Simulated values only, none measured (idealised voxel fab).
process module | voxel air gaps
cross-section cut | 250 nm wide | cells 5 nm
A cross-section is a grid of square cells, given in bands from the top down. A band is one or more rows of cells.
Each band's line starts with the height of the band's top and of its bottom, in nm. Then come its materials from left to right, each with its width in nm. One material with "throughout" fills the band from edge to edge. "air" is empty space.
Height 0 is the level under which the wafer as received is all one material. The lowest band goes on downwards, as in "0 down".
A width such as "30 to 40" changes by the same amount from each row of cells to the next, from the band's top row to its bottom row.
"no change" after a step means that no cell of the cross-section changed.
closed voids: empty space of 8 cells or more with no open way to the top, each as width x height at its distance from the left edge, in nm
after a step's settings: what the simulator itself notes on the step
overlay nm, on a step with a mask: how far to the right of its planned place the mask lay; to the left if negative
plan
1 op RECEIVE | material Si
2 op CONFORMAL_DEP | material SiO2 | thk nm 10
3 op CONFORMAL_DEP | material SiN | thk nm 5
4 op DIRECTIONAL_DEP | material SiO2 | thk nm 30
5 op PATTERN | tone open | mask id LINES | material resist | width nm 25 | pitch nm 55 | thk nm 20 | overlay nm 0
6 op DIRECTIONAL_ETCH | etch materials SiO2 | depth nm 30
7 op STRIP | etch materials resist
8 op CONFORMAL_DEP | material TiN | thk nm 5
9 op FILL_DEP | material W | thk nm 5
10 op CMP | height nm 45
11 op EPI | material Ru | thk nm 10
12 op SELECTIVE_ETCH | etch materials SiO2 | depth nm 40
13 op CONFORMAL_DEP | material SiCN | thk nm 5
as received, after step 1
  0 down: Si throughout
  closed voids: none
a wafer at the end: this start, this plan, one mistake
  60 to 55: air 20 | SiCN 50 | air 5 | SiCN 50 | air 5 | SiCN 50 | air 5 | SiCN 50 | air 15
  55 to 45: air 20 | SiCN 5 | Ru 40 | SiCN 5 | air 5 | SiCN 5 | Ru 40 | SiCN 5 | air 5 | SiCN 5 | Ru 40 | SiCN 5 | air 5 | SiCN 5 | Ru 40 | SiCN 5 | air 15
  45 to 40: air 20 | SiCN 15 | TiN 5 | W 10 | TiN 5 | SiCN 15 | air 5 | SiCN 15 | TiN 5 | W 10 | TiN 5 | SiCN 15 | air 5 | SiCN 15 | TiN 5 | W 10 | TiN 5 | SiCN 15 | air 5 | SiCN 15 | TiN 5 | W 10 | TiN 5 | SiCN 15 | air 15
  40 to 20: air 30 | SiCN 5 | TiN 5 | W 10 | TiN 5 | SiCN 5 | air 25 | SiCN 5 | TiN 5 | W 10 | TiN 5 | SiCN 5 | air 25 | SiCN 5 | TiN 5 | W 10 | TiN 5 | SiCN 5 | air 25 | SiCN 5 | TiN 5 | W 10 | TiN 5 | SiCN 5 | air 25
  20 to 15: SiCN 35 | TiN 20 | SiCN 35 | TiN 20 | SiCN 35 | TiN 20 | SiCN 35 | TiN 20 | SiCN 30
  15 to 10: SiN throughout
  10 to 0: SiO2 throughout
  0 down: Si throughout
  closed voids: none
what went wrong: step 5 ran as: op PATTERN | tone open | mask id LINES | material resist | width nm 20 | pitch nm 55 | thk nm 20 | overlay nm 0
